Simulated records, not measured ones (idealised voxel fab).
Process module in this document: voxel tone inversion
This is section cut - it's 300 nm across, gridded in 5 nm square cells.
A cross-section is written here as square cells arranged in a grid, and it is given in bands from the top down, each band taking up one or more rows of cells. A band entry consists of two parts. The first gives the height of the band's top and the height of its bottom, in nm. The rest lists the band's materials from left to right, each with its width in nm. A single material labelled with the word "full width" fills the band from edge to edge, and the word "air" marks empty space. Heights are reckoned from 0. Under this level, the received wafer is all of one material. The bottommost band is open-ended downward, for example "from 0 down". Width "30 to 40": first value at the band's top row of cells, second value at its bottom row, equal change from row to row. Where the words "left unchanged" appear for a step, the cross-section shows no cell changed by that step; every cell remained as before. "Unvented internal voids": empty spaces of 8 cells or more with no open way to the top, each given as width x height at distance, distance from the left edge, all in nm. Step line, after settings: the simulator's comment on this step. overlay nm: where the mask lay relative to plan, measured to the right, on steps with a mask; negatives go left.
Steps in the process plan
1) RECEIVE: material Si
2) CONFORMAL_DEP: material SiN, thk nm 5
3) DIRECTIONAL_DEP: material polySi, thk nm 15
4) PATTERN: tone cover, mask id POSTS, material resist, width nm 15, pitch nm 40, thk nm 20, overlay nm 0
5) DIRECTIONAL_ETCH: etch materials polySi, depth nm 5
6) STRIP: etch materials resist
7) FILL_DEP: material SiO2, thk nm 10
8) CMP: height nm 20
9) STRIP: etch materials polySi
10) CONFORMAL_DEP: material TiN, thk nm 5
11) FILL_DEP: material Ru, thk nm 10
12) CMP: height nm 20
13) CONFORMAL_DEP: material SiN, thk nm 5
Be aware that, although all wafers share a common starting state, the depth nm at step 5 differs among them, and the plan displays the first wafer's value.
After step 1, as received: first of several wafers, cross-section
> from 0 down  Si full width
> Unvented internal voids: none
Module end state after final step 13: cross-section of the first of several wafers
> from 25 to 20  SiN full width
> from 20 to 10  Ru full width
> from 10 to 5  TiN full width
> from 5 to 0  SiN full width
> from 0 down  Si full width
> Unvented internal voids: none
Here's the last wafer cross-sectioned at the end of the module
> from 25 to 20  SiN full width
> from 20 to 10  100 SiO2 | 5 TiN | 5 Ru | 5 TiN | 25 SiO2 | 5 TiN | 5 Ru | 5 TiN | 25 SiO2 | 5 TiN | 5 Ru | 5 TiN | 105 SiO2
> from 10 to 5  100 SiO2 | 15 TiN | 25 SiO2 | 15 TiN | 25 SiO2 | 15 TiN | 105 SiO2
> from 5 to 0  SiN full width
> from 0 down  Si full width
> Unvented internal voids: none
So in this table every wafer gets its own row, and what you see is where it stands at the end of the module: for each material, how many cells it picked up (+) or gave up (-) since we received it, and after that its closed voids
depth nm 5 | +120 Ru | +120 SiN | +60 TiN | Unvented internal voids: none
depth nm 10 | +120 Ru | +120 SiN | +60 TiN | Unvented internal voids: none
depth nm 15 | +6 Ru | +120 SiN | +153 SiO2 | +21 TiN | Unvented internal voids: none
depth nm 20 | +6 Ru | +120 SiN | +153 SiO2 | +21 TiN | Unvented internal voids: none
depth nm 25 | +6 Ru | +120 SiN | +153 SiO2 | +21 TiN | Unvented internal voids: none
depth nm 30 | +6 Ru | +120 SiN | +153 SiO2 | +21 TiN | Unvented internal voids: none
